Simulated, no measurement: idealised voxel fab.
Presented below is a process module, voxel ribs on slabs.
Section cut is 265 nm wide and gridded with 5 nm square cells.
Each cross-section below is a grid of square cells, stated as bands in top-down order, with one or more rows of cells making up each band. First you get the band's top height and its bottom height, in nm, and then the materials it's made of, left to right, with each width in nm. If you see a single material with "full width", that one covers the band edge to edge. "blank" is empty space. The level at which height equals 0 is the one under which the wafer, as it arrives, is entirely one material. No lower edge exists for the bottom band, which continues downward and is notated as in "top 0, no bottom". A two-number width, for instance "30 to 40", indicates that the width is equal to the first number in the top row of the band and to the second number in the bottom row, and that it changes by a constant amount per row of cells. Where a step carries "same as before", the cross-section came out of it unchanged, cell for cell. Under "Enclosed internal voids" you'll find the enclosed gaps, the ones with no way out to the top, that are 8 cells or bigger; each reads width x height at distance, with distance counted from the left edge, everything in nm. Where a step's line continues beyond its settings, the continuation is a remark by the simulator itself on that step. "overlay nm" denotes, for a step that has a mask, the displacement of the mask to the right of its planned place, with negative values corresponding to the left.

-- The following list gives the planned process steps
- 1: RECEIVE (material Si)
- 2: DIRECTIONAL_DEP (material SiO2; thk nm 20)
- 3: DIRECTIONAL_DEP (material polySi; thk nm 20)
- 4: DIRECTIONAL_DEP (material aC; thk nm 15)
- 5: PATTERN (tone cover; mask id RIB; material resist; width nm 20; thk nm 30; overlay nm 0)
- 6: DIRECTIONAL_ETCH (etch materials aC; depth nm 15)
- 7: STRIP (etch materials resist)
- 8: DIRECTIONAL_ETCH (etch materials polySi; depth nm 10)
- 9: STRIP (etch materials aC)
- 10: MASKED_ETCH (tone cover; mask id SLAB; width nm 50; etch materials polySi; depth nm 10; overlay nm 0)
- 11: FILL_DEP (material SiO2; thk nm 15)
- 12: CMP (height nm 50)
- 13: DIRECTIONAL_DEP (material W; thk nm 10)
- 14: MASKED_ETCH (tone cover; mask id HEATER; width nm 30; etch materials W; depth nm 10; overlay nm 0)
- 15: CONFORMAL_DEP (material SiN; thk nm 5)

-- The first of a set of two wafers, run to plan

-- As received (post step 1): cross-section
top 0, no bottom  Si full width
Enclosed internal voids: none

-- After step 2, in cross-section
top 20, bottom 0  SiO2 full width
Under 0: no change, same as before.

-- After step 3, in cross-section
top 40, bottom 20  polySi full width
Under 20: no change, same as before.

-- After step 4, in cross-section
top 55, bottom 40  aC full width
Under 40: no change, same as before.

-- After step 5, in cross-section
top 85, bottom 55  blank: 120  resist: 20  blank: 125
Under 55: no change, same as before.

-- After step 6, in cross-section
top 70, bottom 55  blank: 120  resist: 20  blank: 125
top 55, bottom 40  blank: 120  aC: 20  blank: 125
Under 40: no change, same as before.

-- After step 7, in cross-section
top 55, bottom 40  blank: 120  aC: 20  blank: 125
Under 40: no change, same as before.

-- After step 8, in cross-section
top 55, bottom 40  blank: 120  aC: 20  blank: 125
top 40, bottom 30  blank: 120  polySi: 20  blank: 125
Under 30: no change, same as before.

-- After step 9, in cross-section
top 40, bottom 30  blank: 120  polySi: 20  blank: 125
Under 30: no change, same as before.

-- After step 10, in cross-section
top 40, bottom 30  blank: 120  polySi: 20  blank: 125
top 30, bottom 20  blank: 105  polySi: 50  blank: 110
Under 20: no change, same as before.

-- After step 11, in cross-section
top 55, bottom 40  SiO2 full width
top 40, bottom 30  SiO2: 120  polySi: 20  SiO2: 125
top 30, bottom 20  SiO2: 105  polySi: 50  SiO2: 110
Under 20: no change, same as before.

-- After step 12, in cross-section
top 50, bottom 40  SiO2 full width
Under 40: no change, same as before.

-- After step 13, in cross-section
top 60, bottom 50  W full width
Under 50: no change, same as before.

-- After step 14, in cross-section
top 60, bottom 50  blank: 115  W: 30  blank: 120
Under 50: no change, same as before.

-- After step 15, in cross-section
top 65, bottom 60  blank: 110  SiN: 40  blank: 115
top 60, bottom 55  blank: 110  SiN: 5  W: 30  SiN: 5  blank: 115
top 55, bottom 50  SiN: 115  W: 30  SiN: 120
Under 50: no change, same as before.

-- The remaining wafer, second of the two, started like the first and was run to the same plan, except that one mistake was made along the way; the two coincide through step 4, inclusive

-- Second wafer at the planned finish of step 5, seen in cross-section
top 85, bottom 55  resist: 120  blank: 20  resist: 125
Under 55: no change, same as before.

-- Second wafer at the planned finish of step 6, seen in cross-section
top 70, bottom 55  resist: 120  blank: 20  resist: 125
top 55, bottom 40  aC: 120  blank: 20  aC: 125
Under 40: no change, same as before.

-- Second wafer at the planned finish of step 7, seen in cross-section
top 55, bottom 40  aC: 120  blank: 20  aC: 125
Under 40: no change, same as before.

-- Second wafer at the planned finish of step 8, seen in cross-section
top 55, bottom 40  aC: 120  blank: 20  aC: 125
top 40, bottom 30  polySi: 120  blank: 20  polySi: 125
Under 30: no change, same as before.

-- Second wafer at the planned finish of step 9, seen in cross-section
top 40, bottom 30  polySi: 120  blank: 20  polySi: 125
Under 30: no change, same as before.

-- Second wafer at the planned finish of step 10, seen in cross-section
top 40, bottom 30  blank: 105  polySi: 15  blank: 20  polySi: 15  blank: 110
Under 30: no change, same as before.

-- Second wafer at the planned finish of step 11, seen in cross-section
top 55, bottom 40  SiO2 full width
top 40, bottom 30  SiO2: 105  polySi: 15  SiO2: 20  polySi: 15  SiO2: 110
Under 30: no change, same as before.

-- Second wafer at the planned finish of step 12, seen in cross-section
top 50, bottom 40  SiO2 full width
Under 40: no change, same as before.

-- Second wafer at the planned finish of step 13, seen in cross-section
top 60, bottom 50  W full width
Under 50: no change, same as before.

-- Second wafer at the planned finish of step 14, seen in cross-section
top 60, bottom 50  blank: 115  W: 30  blank: 120
Under 50: no change, same as before.

-- Second wafer at the planned finish of step 15, seen in cross-section
top 65, bottom 60  blank: 110  SiN: 40  blank: 115
top 60, bottom 55  blank: 110  SiN: 5  W: 30  SiN: 5  blank: 115
top 55, bottom 50  SiN: 115  W: 30  SiN: 120
Under 50: no change, same as before.
The plan and the run diverged here: step 5, actual vs plan mismatch, actual run PATTERN (tone open; mask id RIB; material resist; width nm 20; thk nm 30; overlay nm 0)
Cell-count delta at end, second wafer over first, by material: 90 fewer of SiO2; 90 more of polySi
